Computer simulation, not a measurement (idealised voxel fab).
Process module heading - voxel self aligned vias
Cross-sectional view cut (width: 220 nm; square cell size: 5 nm).
Just so we're on the same page, the cross-sections are grids of square cells, and they're listed out in bands top to bottom, each band one or more rows deep. Basically the band line says how high the top is and how high the bottom is, in nm, and then what's in it from left to right, every material with its width in nm. Empty space shows up as "empty", and if a single material carries "full width" it runs the full band edge to edge. Note: height 0 marks the level under which the wafer is uniformly one material as received. Lowest band unbounded below, written "0 and below". Read "30->40" as a graded width: first number on top, second number at the bottom, same change between each pair of neighbouring rows. Reading "remained the same" for a step: not a cell of the cross-section changed in it. The entry titled "Voids, enclosed" provides the empty spaces that have no open way to the top, restricted to those of 8 cells or more. Each is presented as width x height at distance, the distance being measured from the left edge, with all three in nm. Formally, on a step line, whatever follows the settings is a remark that the simulator itself makes on the step. "overlay nm" answers the question of how far to the right of plan the mask lay on a step that has a mask, and when it is negative the answer is to the left.
## List of planned process steps
- 1: RECEIVE: material Si
- 2: CONFORMAL_DEP: material SiO2, thk nm 10
- 3: CONFORMAL_DEP: material SiCN, thk nm 5
- 4: DIRECTIONAL_DEP: material SiO2, thk nm 25
- 5: PATTERN: tone open, mask id LINES, material resist, width nm 20, pitch nm 50, thk nm 15, overlay nm 0
- 6: DIRECTIONAL_ETCH: etch materials SiO2, depth nm 25
- 7: STRIP: etch materials resist
- 8: CONFORMAL_DEP: material TiN, thk nm 5
- 9: FILL_DEP: material W, thk nm 10
- 10: CMP: height nm 40
- 11: SELECTIVE_ETCH: etch materials W Ru TiN, depth nm 5
- 12: FILL_DEP: material SiN, thk nm 10
- 13: CMP: height nm 40
- 14: DIRECTIONAL_DEP: material SiO2, thk nm 15
- 15: MASKED_ETCH: tone open, mask id VIAS, width nm 30, pitch nm 100, etch materials SiO2, depth nm 15, overlay nm 0
- 16: MASKED_ETCH: tone open, mask id VIAS, width nm 30, pitch nm 100, etch materials SiN, depth nm 5, overlay nm 0
- 17: CONFORMAL_DEP: material TiN, thk nm 5
- 18: FILL_DEP: material Ru, thk nm 10
- 19: CMP: height nm 55
- 20: CONFORMAL_DEP: material SiN, thk nm 5
## Wafer as received: cross-section following step 1
  0 and below | Si full width
  Voids, enclosed: none
## The first of two wafers, cross-sectioned at the end of the module, with the run proceeding as planned
  60 down to 55 | SiN full width
  55 down to 45 | SiO2 45 nm, TiN 5 nm, Ru 20 nm, TiN 5 nm, SiO2 70 nm, TiN 5 nm, Ru 20 nm, TiN 5 nm, SiO2 45 nm
  45 down to 40 | SiO2 45 nm, TiN 10 nm, Ru 10 nm, TiN 10 nm, SiO2 70 nm, TiN 10 nm, Ru 10 nm, TiN 10 nm, SiO2 45 nm
  40 down to 35 | SiO2 50 nm, TiN 20 nm, SiO2 30 nm, SiN 20 nm, SiO2 30 nm, TiN 20 nm, SiO2 50 nm
  35 down to 20 | SiO2 50 nm, TiN 5 nm, W 10 nm, TiN 5 nm, SiO2 30 nm, TiN 5 nm, W 10 nm, TiN 5 nm, SiO2 30 nm, TiN 5 nm, W 10 nm, TiN 5 nm, SiO2 50 nm
  20 down to 15 | SiO2 50 nm, TiN 20 nm, SiO2 30 nm, TiN 20 nm, SiO2 30 nm, TiN 20 nm, SiO2 50 nm
  15 down to 10 | SiCN full width
  10 down to 0 | SiO2 full width
  0 and below | Si full width
  Voids, enclosed: none
## Second wafer of the two, sectioned at the end of the module. It began like the first and followed the same plan, but one mistake was made while running it
  60 down to 55 | SiN full width
  55 down to 45 | SiO2 50 nm, TiN 5 nm, Ru 15 nm, TiN 5 nm, SiO2 75 nm, TiN 5 nm, Ru 15 nm, TiN 5 nm, SiO2 45 nm
  45 down to 40 | SiO2 50 nm, TiN 5 nm, Ru 10 nm, TiN 10 nm, SiO2 75 nm, TiN 5 nm, Ru 10 nm, TiN 10 nm, SiO2 45 nm
  40 down to 35 | SiO2 50 nm, TiN 20 nm, SiO2 30 nm, SiN 20 nm, SiO2 30 nm, TiN 20 nm, SiO2 50 nm
  35 down to 20 | SiO2 50 nm, TiN 5 nm, W 10 nm, TiN 5 nm, SiO2 30 nm, TiN 5 nm, W 10 nm, TiN 5 nm, SiO2 30 nm, TiN 5 nm, W 10 nm, TiN 5 nm, SiO2 50 nm
  20 down to 15 | SiO2 50 nm, TiN 20 nm, SiO2 30 nm, TiN 20 nm, SiO2 30 nm, TiN 20 nm, SiO2 50 nm
  15 down to 10 | SiCN full width
  10 down to 0 | SiO2 full width
  0 and below | Si full width
  Voids, enclosed: none
What broke from the plan during processing? for step 15, the planned setting was not used; the step was instead run as MASKED_ETCH: tone open, mask id VIAS, width nm 25, pitch nm 100, etch materials SiO2, depth nm 15, overlay nm 0
The closing comparison, in cells, has the second wafer with more or fewer of some materials than the first: 4 fewer of Ru, 6 more of SiO2, 2 fewer of TiN
